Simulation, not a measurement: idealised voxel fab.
Documented hereafter: the process module known as voxel capacitor over wiring.
cross-section cut | 190 nm wide | cells 5 nm
Square cells in a grid make up a cross-section in this document, and the grid is given as bands, listed from the top down, each one or more rows of cells. It is stipulated that each band's entry specify, in nanometres, the height of the top of the band and then that of its bottom, followed by the materials of the band in left-to-right sequence, each together with its width in nanometres. A single material marked by the word "all across" is understood to fill the band from edge to edge; the word "empty" is understood to denote empty space. Measure heights from 0. That's the level where, below it, the as-received wafer is all one material. The lowest band is bottomless and extends downward; write it as in "z 0 and below". A width given as "30..40" starts at the first number in the band's top row and ends at the second number in its bottom row, shifting by an equal amount at every step from row to row. Take "no alterations made" at face value: in the step it is given for, the cross-section changed in none of its cells. If an empty space has no open way to the top and is at least 8 cells in size, "Fully sealed cavities" lists it, written width x height at distance, where distance is measured from the left edge and every value is in nm. Whatever follows a step's settings on its line is a remark the simulator itself makes about that step. "overlay nm" answers the question of how far to the right of plan the mask lay on a step that has a mask, and when it is negative the answer is to the left.

THE STEPS PLANNED FOR THE PROCESS ARE AS FOLLOWS
step 1: RECEIVE,material Si
step 2: CONFORMAL_DEP,material SiO2,thk nm 15
step 3: DIRECTIONAL_DEP,material TiN,thk nm 5
step 4: DIRECTIONAL_DEP,material Ru,thk nm 20
step 5: DIRECTIONAL_DEP,material aC,thk nm 10
step 6: PATTERN,tone cover,mask id METAL_1,material resist,width nm 20,pitch nm 70,thk nm 25,overlay nm 0
step 7: DIRECTIONAL_ETCH,etch materials aC,depth nm 10
step 8: STRIP,etch materials resist
step 9: DIRECTIONAL_ETCH,etch materials Ru,depth nm 20
step 10: DIRECTIONAL_ETCH,etch materials TiN,depth nm 5
step 11: STRIP,etch materials aC
step 12: CONFORMAL_DEP,material SiN,thk nm 5
step 13: FILL_DEP,material SiO2,thk nm 10
step 14: CMP,height nm 40
step 15: CONFORMAL_DEP,material SiCN,thk nm 5
step 16: DIRECTIONAL_DEP,material lowk,thk nm 10
step 17: MASKED_ETCH,tone open,mask id PLUG_1,width nm 15,etch materials lowk,depth nm 10,overlay nm 0
step 18: MASKED_ETCH,tone open,mask id PLUG_1,width nm 15,etch materials SiCN,depth nm 5,overlay nm 0
step 19: EPI,material Ru,thk nm 10
step 20: EPI,material Ru,thk nm 5
step 21: DIRECTIONAL_DEP,material TiN,thk nm 5
step 22: DIRECTIONAL_DEP,material HfO2,thk nm 5
step 23: DIRECTIONAL_DEP,material TiN,thk nm 5
step 24: DIRECTIONAL_DEP,material aC,thk nm 10
step 25: PATTERN,tone cover,mask id UPPER_PLATE,material resist,width nm 55,thk nm 30,overlay nm 0
step 26: DIRECTIONAL_ETCH,etch materials aC,depth nm 10
step 27: STRIP,etch materials resist
step 28: DIRECTIONAL_ETCH,etch materials TiN,depth nm 5
step 29: DIRECTIONAL_ETCH,etch materials HfO2,depth nm 5
step 30: STRIP,etch materials aC
step 31: MASKED_ETCH,tone cover,mask id LOWER_PLATE,width nm 65,etch materials TiN,depth nm 5,overlay nm 0
step 32: FILL_DEP,material SiO2,thk nm 15
step 33: CMP,height nm 80
step 34: PATTERN,tone open,mask id PLUG_2,material resist,width nm 15,thk nm 15,overlay nm 0
step 35: DIRECTIONAL_ETCH,etch materials SiO2,depth nm 10
step 36: STRIP,etch materials resist
step 37: CONFORMAL_DEP,material TiN,thk nm 5
step 38: FILL_DEP,material Cu,thk nm 5
step 39: CMP,height nm 80
step 40: CONFORMAL_DEP,material SiN,thk nm 5

FIRST WAFER, TWO IN TOTAL, RUN AS PLANNED

AS RECEIVED, AFTER STEP 1
> z 0 and below | Si all across
> Fully sealed cavities: none

THE WAFER IN CROSS-SECTION ONCE STEP 2 IS COMPLETE
> z 15 to 0 | SiO2 all across
> Anything lower than 0 is untouched.

THE WAFER IN CROSS-SECTION ONCE STEP 3 IS COMPLETE
> z 20 to 15 | TiN all across
> Anything lower than 15 is untouched.

THE WAFER IN CROSS-SECTION ONCE STEP 4 IS COMPLETE
> z 40 to 20 | Ru all across
> Anything lower than 20 is untouched.

THE WAFER IN CROSS-SECTION ONCE STEP 5 IS COMPLETE
> z 50 to 40 | aC all across
> Anything lower than 40 is untouched.

THE WAFER IN CROSS-SECTION ONCE STEP 6 IS COMPLETE
> z 75 to 50 | empty=50, then resist=20, then empty=50, then resist=20, then empty=50
> Anything lower than 50 is untouched.

THE WAFER IN CROSS-SECTION ONCE STEP 7 IS COMPLETE
> z 65 to 50 | empty=50, then resist=20, then empty=50, then resist=20, then empty=50
> z 50 to 40 | empty=50, then aC=20, then empty=50, then aC=20, then empty=50
> Anything lower than 40 is untouched.

THE WAFER IN CROSS-SECTION ONCE STEP 8 IS COMPLETE
> z 50 to 40 | empty=50, then aC=20, then empty=50, then aC=20, then empty=50
> Anything lower than 40 is untouched.

THE WAFER IN CROSS-SECTION ONCE STEP 9 IS COMPLETE
> z 50 to 40 | empty=50, then aC=20, then empty=50, then aC=20, then empty=50
> z 40 to 20 | empty=50, then Ru=20, then empty=50, then Ru=20, then empty=50
> Anything lower than 20 is untouched.

THE WAFER IN CROSS-SECTION ONCE STEP 10 IS COMPLETE
> z 50 to 40 | empty=50, then aC=20, then empty=50, then aC=20, then empty=50
> z 40 to 20 | empty=50, then Ru=20, then empty=50, then Ru=20, then empty=50
> z 20 to 15 | empty=50, then TiN=20, then empty=50, then TiN=20, then empty=50
> Anything lower than 15 is untouched.

THE WAFER IN CROSS-SECTION ONCE STEP 11 IS COMPLETE
> z 40 to 20 | empty=50, then Ru=20, then empty=50, then Ru=20, then empty=50
> Anything lower than 20 is untouched.

THE WAFER IN CROSS-SECTION ONCE STEP 12 IS COMPLETE
> z 45 to 40 | empty=45, then SiN=30, then empty=40, then SiN=30, then empty=45
> z 40 to 20 | empty=45, then SiN=5, then Ru=20, then SiN=5, then empty=40, then SiN=5, then Ru=20, then SiN=5, then empty=45
> z 20 to 15 | SiN=50, then TiN=20, then SiN=50, then TiN=20, then SiN=50
> Anything lower than 15 is untouched.

THE WAFER IN CROSS-SECTION ONCE STEP 13 IS COMPLETE
> z 55 to 45 | SiO2 all across
> z 45 to 40 | SiO2=45, then SiN=30, then SiO2=40, then SiN=30, then SiO2=45
> z 40 to 20 | SiO2=45, then SiN=5, then Ru=20, then SiN=5, then SiO2=40, then SiN=5, then Ru=20, then SiN=5, then SiO2=45
> Anything lower than 20 is untouched.

THE WAFER IN CROSS-SECTION ONCE STEP 14 IS COMPLETE
> z 40 to 20 | SiO2=45, then SiN=5, then Ru=20, then SiN=5, then SiO2=40, then SiN=5, then Ru=20, then SiN=5, then SiO2=45
> Anything lower than 20 is untouched.

THE WAFER IN CROSS-SECTION ONCE STEP 15 IS COMPLETE
> z 45 to 40 | SiCN all across
> Anything lower than 40 is untouched.

THE WAFER IN CROSS-SECTION ONCE STEP 16 IS COMPLETE
> z 55 to 45 | lowk all across
> Anything lower than 45 is untouched.

THE WAFER IN CROSS-SECTION ONCE STEP 17 IS COMPLETE
> z 55 to 45 | lowk=55, then empty=15, then lowk=120
> Anything lower than 45 is untouched.

THE WAFER IN CROSS-SECTION ONCE STEP 18 IS COMPLETE
> z 55 to 45 | lowk=55, then empty=15, then lowk=120
> z 45 to 40 | SiCN=55, then empty=15, then SiCN=120
> Anything lower than 40 is untouched.

THE WAFER IN CROSS-SECTION ONCE STEP 19 IS COMPLETE
> z 55 to 50 | lowk=55, then empty=15, then lowk=120
> z 50 to 45 | lowk=55, then Ru=15, then lowk=120
> z 45 to 40 | SiCN=55, then Ru=15, then SiCN=120
> Anything lower than 40 is untouched.

THE WAFER IN CROSS-SECTION ONCE STEP 20 IS COMPLETE
> z 55 to 45 | lowk=55, then Ru=15, then lowk=120
> Anything lower than 45 is untouched.

THE WAFER IN CROSS-SECTION ONCE STEP 21 IS COMPLETE
> z 60 to 55 | TiN all across
> Anything lower than 55 is untouched.

THE WAFER IN CROSS-SECTION ONCE STEP 22 IS COMPLETE
> z 65 to 60 | HfO2 all across
> Anything lower than 60 is untouched.

THE WAFER IN CROSS-SECTION ONCE STEP 23 IS COMPLETE
> z 70 to 65 | TiN all across
> Anything lower than 65 is untouched.

THE WAFER IN CROSS-SECTION ONCE STEP 24 IS COMPLETE
> z 80 to 70 | aC all across
> Anything lower than 70 is untouched.

THE WAFER IN CROSS-SECTION ONCE STEP 25 IS COMPLETE
> z 110 to 80 | empty=55, then resist=55, then empty=80
> Anything lower than 80 is untouched.

THE WAFER IN CROSS-SECTION ONCE STEP 26 IS COMPLETE
> z 100 to 80 | empty=55, then resist=55, then empty=80
> z 80 to 70 | empty=55, then aC=55, then empty=80
> Anything lower than 70 is untouched.

THE WAFER IN CROSS-SECTION ONCE STEP 27 IS COMPLETE
> z 80 to 70 | empty=55, then aC=55, then empty=80
> Anything lower than 70 is untouched.

THE WAFER IN CROSS-SECTION ONCE STEP 28 IS COMPLETE
> z 80 to 70 | empty=55, then aC=55, then empty=80
> z 70 to 65 | empty=55, then TiN=55, then empty=80
> Anything lower than 65 is untouched.

THE WAFER IN CROSS-SECTION ONCE STEP 29 IS COMPLETE
> z 80 to 70 | empty=55, then aC=55, then empty=80
> z 70 to 65 | empty=55, then TiN=55, then empty=80
> z 65 to 60 | empty=55, then HfO2=55, then empty=80
> Anything lower than 60 is untouched.

THE WAFER IN CROSS-SECTION ONCE STEP 30 IS COMPLETE
> z 70 to 65 | empty=55, then TiN=55, then empty=80
> Anything lower than 65 is untouched.

THE WAFER IN CROSS-SECTION ONCE STEP 31 IS COMPLETE
> z 70 to 65 | empty=55, then TiN=55, then empty=80
> z 65 to 60 | empty=55, then HfO2=55, then empty=80
> z 60 to 55 | empty=50, then TiN=65, then empty=75
> Anything lower than 55 is untouched.

THE WAFER IN CROSS-SECTION ONCE STEP 32 IS COMPLETE
> z 85 to 70 | SiO2 all across
> z 70 to 65 | SiO2=55, then TiN=55, then SiO2=80
> z 65 to 60 | SiO2=55, then HfO2=55, then SiO2=80
> z 60 to 55 | SiO2=50, then TiN=65, then SiO2=75
> Anything lower than 55 is untouched.

THE WAFER IN CROSS-SECTION ONCE STEP 33 IS COMPLETE
> z 80 to 70 | SiO2 all across
> Anything lower than 70 is untouched.

THE WAFER IN CROSS-SECTION ONCE STEP 34 IS COMPLETE
> z 95 to 80 | resist=65, then empty=15, then resist=110
> Anything lower than 80 is untouched.

THE WAFER IN CROSS-SECTION ONCE STEP 35 IS COMPLETE
> z 95 to 80 | resist=65, then empty=15, then resist=110
> z 80 to 70 | SiO2=65, then empty=15, then SiO2=110
> Anything lower than 70 is untouched.

THE WAFER IN CROSS-SECTION ONCE STEP 36 IS COMPLETE
> z 80 to 70 | SiO2=65, then empty=15, then SiO2=110
> Anything lower than 70 is untouched.

THE WAFER IN CROSS-SECTION ONCE STEP 37 IS COMPLETE
> z 85 to 80 | TiN=70, then empty=5, then TiN=115
> z 80 to 75 | SiO2=65, then TiN=5, then empty=5, then TiN=5, then SiO2=110
> z 75 to 65 | SiO2=65..55, then TiN=15..55, then SiO2=110..80
> Anything lower than 65 is untouched.

THE WAFER IN CROSS-SECTION ONCE STEP 38 IS COMPLETE
> z 90 to 85 | Cu all across
> z 85 to 80 | TiN=70, then Cu=5, then TiN=115
> z 80 to 75 | SiO2=65, then TiN=5, then Cu=5, then TiN=5, then SiO2=110
> Anything lower than 75 is untouched.

THE WAFER IN CROSS-SECTION ONCE STEP 39 IS COMPLETE
> z 80 to 75 | SiO2=65, then TiN=5, then Cu=5, then TiN=5, then SiO2=110
> Anything lower than 75 is untouched.

THE WAFER IN CROSS-SECTION ONCE STEP 40 IS COMPLETE
> z 85 to 80 | SiN all across
> Anything lower than 80 is untouched.

REGARDING THE SECOND OF THE TWO WAFERS: IT SHARED THE FIRST WAFER'S STARTING CONDITION AND PROCESS PLAN, YET ONE ERROR OCCURRED DURING ITS EXECUTION. ITS HISTORY COINCIDES WITH THAT OF THE FIRST WAFER UP TO AND INCLUDING STEP 1

SECOND WAFER AT THE PLANNED FINISH OF STEP 2, SEEN IN CROSS-SECTION
> z 5 to 0 | TiN all across
> Anything lower than 0 is untouched.

SECOND WAFER AT THE PLANNED FINISH OF STEP 3, SEEN IN CROSS-SECTION
> z 20 to 5 | SiO2 all across
> Anything lower than 5 is untouched.

SECOND WAFER AT THE PLANNED FINISH OF STEP 4, SEEN IN CROSS-SECTION
> z 40 to 20 | Ru all across
> Anything lower than 20 is untouched.

SECOND WAFER AT THE PLANNED FINISH OF STEP 5, SEEN IN CROSS-SECTION
> z 50 to 40 | aC all across
> Anything lower than 40 is untouched.

SECOND WAFER AT THE PLANNED FINISH OF STEP 6, SEEN IN CROSS-SECTION
> z 75 to 50 | empty=50, then resist=20, then empty=50, then resist=20, then empty=50
> Anything lower than 50 is untouched.

SECOND WAFER AT THE PLANNED FINISH OF STEP 7, SEEN IN CROSS-SECTION
> z 65 to 50 | empty=50, then resist=20, then empty=50, then resist=20, then empty=50
> z 50 to 40 | empty=50, then aC=20, then empty=50, then aC=20, then empty=50
> Anything lower than 40 is untouched.

SECOND WAFER AT THE PLANNED FINISH OF STEP 8, SEEN IN CROSS-SECTION
> z 50 to 40 | empty=50, then aC=20, then empty=50, then aC=20, then empty=50
> Anything lower than 40 is untouched.

SECOND WAFER AT THE PLANNED FINISH OF STEP 9, SEEN IN CROSS-SECTION
> z 50 to 40 | empty=50, then aC=20, then empty=50, then aC=20, then empty=50
> z 40 to 20 | empty=50, then Ru=20, then empty=50, then Ru=20, then empty=50
> Anything lower than 20 is untouched.

Second wafer at the planned finish of step 10, seen in cross-section: no alterations made

SECOND WAFER AT THE PLANNED FINISH OF STEP 11, SEEN IN CROSS-SECTION
> z 40 to 20 | empty=50, then Ru=20, then empty=50, then Ru=20, then empty=50
> Anything lower than 20 is untouched.

SECOND WAFER AT THE PLANNED FINISH OF STEP 12, SEEN IN CROSS-SECTION
> z 45 to 40 | empty=45, then SiN=30, then empty=40, then SiN=30, then empty=45
> z 40 to 25 | empty=45, then SiN=5, then Ru=20, then SiN=5, then empty=40, then SiN=5, then Ru=20, then SiN=5, then empty=45
> z 25 to 20 | SiN=50, then Ru=20, then SiN=50, then Ru=20, then SiN=50
> Anything lower than 20 is untouched.

SECOND WAFER AT THE PLANNED FINISH OF STEP 13, SEEN IN CROSS-SECTION
> z 55 to 45 | SiO2 all across
> z 45 to 40 | SiO2=45, then SiN=30, then SiO2=40, then SiN=30, then SiO2=45
> z 40 to 25 | SiO2=45, then SiN=5, then Ru=20, then SiN=5, then SiO2=40, then SiN=5, then Ru=20, then SiN=5, then SiO2=45
> Anything lower than 25 is untouched.

SECOND WAFER AT THE PLANNED FINISH OF STEP 14, SEEN IN CROSS-SECTION
> z 40 to 25 | SiO2=45, then SiN=5, then Ru=20, then SiN=5, then SiO2=40, then SiN=5, then Ru=20, then SiN=5, then SiO2=45
> Anything lower than 25 is untouched.

SECOND WAFER AT THE PLANNED FINISH OF STEP 15, SEEN IN CROSS-SECTION
> z 45 to 40 | SiCN all across
> Anything lower than 40 is untouched.

SECOND WAFER AT THE PLANNED FINISH OF STEP 16, SEEN IN CROSS-SECTION
> z 55 to 45 | lowk all across
> Anything lower than 45 is untouched.

SECOND WAFER AT THE PLANNED FINISH OF STEP 17, SEEN IN CROSS-SECTION
> z 55 to 45 | lowk=55, then empty=15, then lowk=120
> Anything lower than 45 is untouched.

SECOND WAFER AT THE PLANNED FINISH OF STEP 18, SEEN IN CROSS-SECTION
> z 55 to 45 | lowk=55, then empty=15, then lowk=120
> z 45 to 40 | SiCN=55, then empty=15, then SiCN=120
> Anything lower than 40 is untouched.

SECOND WAFER AT THE PLANNED FINISH OF STEP 19, SEEN IN CROSS-SECTION
> z 55 to 50 | lowk=55, then empty=15, then lowk=120
> z 50 to 45 | lowk=55, then Ru=15, then lowk=120
> z 45 to 40 | SiCN=55, then Ru=15, then SiCN=120
> Anything lower than 40 is untouched.

SECOND WAFER AT THE PLANNED FINISH OF STEP 20, SEEN IN CROSS-SECTION
> z 55 to 45 | lowk=55, then Ru=15, then lowk=120
> Anything lower than 45 is untouched.

SECOND WAFER AT THE PLANNED FINISH OF STEP 21, SEEN IN CROSS-SECTION
> z 60 to 55 | TiN all across
> Anything lower than 55 is untouched.

SECOND WAFER AT THE PLANNED FINISH OF STEP 22, SEEN IN CROSS-SECTION
> z 65 to 60 | HfO2 all across
> Anything lower than 60 is untouched.

SECOND WAFER AT THE PLANNED FINISH OF STEP 23, SEEN IN CROSS-SECTION
> z 70 to 65 | TiN all across
> Anything lower than 65 is untouched.

SECOND WAFER AT THE PLANNED FINISH OF STEP 24, SEEN IN CROSS-SECTION
> z 80 to 70 | aC all across
> Anything lower than 70 is untouched.

SECOND WAFER AT THE PLANNED FINISH OF STEP 25, SEEN IN CROSS-SECTION
> z 110 to 80 | empty=55, then resist=55, then empty=80
> Anything lower than 80 is untouched.

SECOND WAFER AT THE PLANNED FINISH OF STEP 26, SEEN IN CROSS-SECTION
> z 100 to 80 | empty=55, then resist=55, then empty=80
> z 80 to 70 | empty=55, then aC=55, then empty=80
> Anything lower than 70 is untouched.

SECOND WAFER AT THE PLANNED FINISH OF STEP 27, SEEN IN CROSS-SECTION
> z 80 to 70 | empty=55, then aC=55, then empty=80
> Anything lower than 70 is untouched.

SECOND WAFER AT THE PLANNED FINISH OF STEP 28, SEEN IN CROSS-SECTION
> z 80 to 70 | empty=55, then aC=55, then empty=80
> z 70 to 65 | empty=55, then TiN=55, then empty=80
> Anything lower than 65 is untouched.

SECOND WAFER AT THE PLANNED FINISH OF STEP 29, SEEN IN CROSS-SECTION
> z 80 to 70 | empty=55, then aC=55, then empty=80
> z 70 to 65 | empty=55, then TiN=55, then empty=80
> z 65 to 60 | empty=55, then HfO2=55, then empty=80
> Anything lower than 60 is untouched.

SECOND WAFER AT THE PLANNED FINISH OF STEP 30, SEEN IN CROSS-SECTION
> z 70 to 65 | empty=55, then TiN=55, then empty=80
> Anything lower than 65 is untouched.

SECOND WAFER AT THE PLANNED FINISH OF STEP 31, SEEN IN CROSS-SECTION
> z 70 to 65 | empty=55, then TiN=55, then empty=80
> z 65 to 60 | empty=55, then HfO2=55, then empty=80
> z 60 to 55 | empty=50, then TiN=65, then empty=75
> Anything lower than 55 is untouched.

SECOND WAFER AT THE PLANNED FINISH OF STEP 32, SEEN IN CROSS-SECTION
> z 85 to 70 | SiO2 all across
> z 70 to 65 | SiO2=55, then TiN=55, then SiO2=80
> z 65 to 60 | SiO2=55, then HfO2=55, then SiO2=80
> z 60 to 55 | SiO2=50, then TiN=65, then SiO2=75
> Anything lower than 55 is untouched.

SECOND WAFER AT THE PLANNED FINISH OF STEP 33, SEEN IN CROSS-SECTION
> z 80 to 70 | SiO2 all across
> Anything lower than 70 is untouched.

SECOND WAFER AT THE PLANNED FINISH OF STEP 34, SEEN IN CROSS-SECTION
> z 95 to 80 | resist=65, then empty=15, then resist=110
> Anything lower than 80 is untouched.

SECOND WAFER AT THE PLANNED FINISH OF STEP 35, SEEN IN CROSS-SECTION
> z 95 to 80 | resist=65, then empty=15, then resist=110
> z 80 to 70 | SiO2=65, then empty=15, then SiO2=110
> Anything lower than 70 is untouched.

SECOND WAFER AT THE PLANNED FINISH OF STEP 36, SEEN IN CROSS-SECTION
> z 80 to 70 | SiO2=65, then empty=15, then SiO2=110
> Anything lower than 70 is untouched.

SECOND WAFER AT THE PLANNED FINISH OF STEP 37, SEEN IN CROSS-SECTION
> z 85 to 80 | TiN=70, then empty=5, then TiN=115
> z 80 to 75 | SiO2=65, then TiN=5, then empty=5, then TiN=5, then SiO2=110
> z 75 to 65 | SiO2=65..55, then TiN=15..55, then SiO2=110..80
> Anything lower than 65 is untouched.

SECOND WAFER AT THE PLANNED FINISH OF STEP 38, SEEN IN CROSS-SECTION
> z 90 to 85 | Cu all across
> z 85 to 80 | TiN=70, then Cu=5, then TiN=115
> z 80 to 75 | SiO2=65, then TiN=5, then Cu=5, then TiN=5, then SiO2=110
> Anything lower than 75 is untouched.

SECOND WAFER AT THE PLANNED FINISH OF STEP 39, SEEN IN CROSS-SECTION
> z 80 to 75 | SiO2=65, then TiN=5, then Cu=5, then TiN=5, then SiO2=110
> Anything lower than 75 is untouched.

SECOND WAFER AT THE PLANNED FINISH OF STEP 40, SEEN IN CROSS-SECTION
> z 85 to 80 | SiN all across
> Anything lower than 80 is untouched.
Deviation noted in wafer processing: the run placed steps 2 and 3 each in the position the plan gave to the other
At the finish, the second wafer shows more or fewer cells for some materials than the first does: SiN: 4 fewer, SiO2: 26 fewer, TiN: 30 more
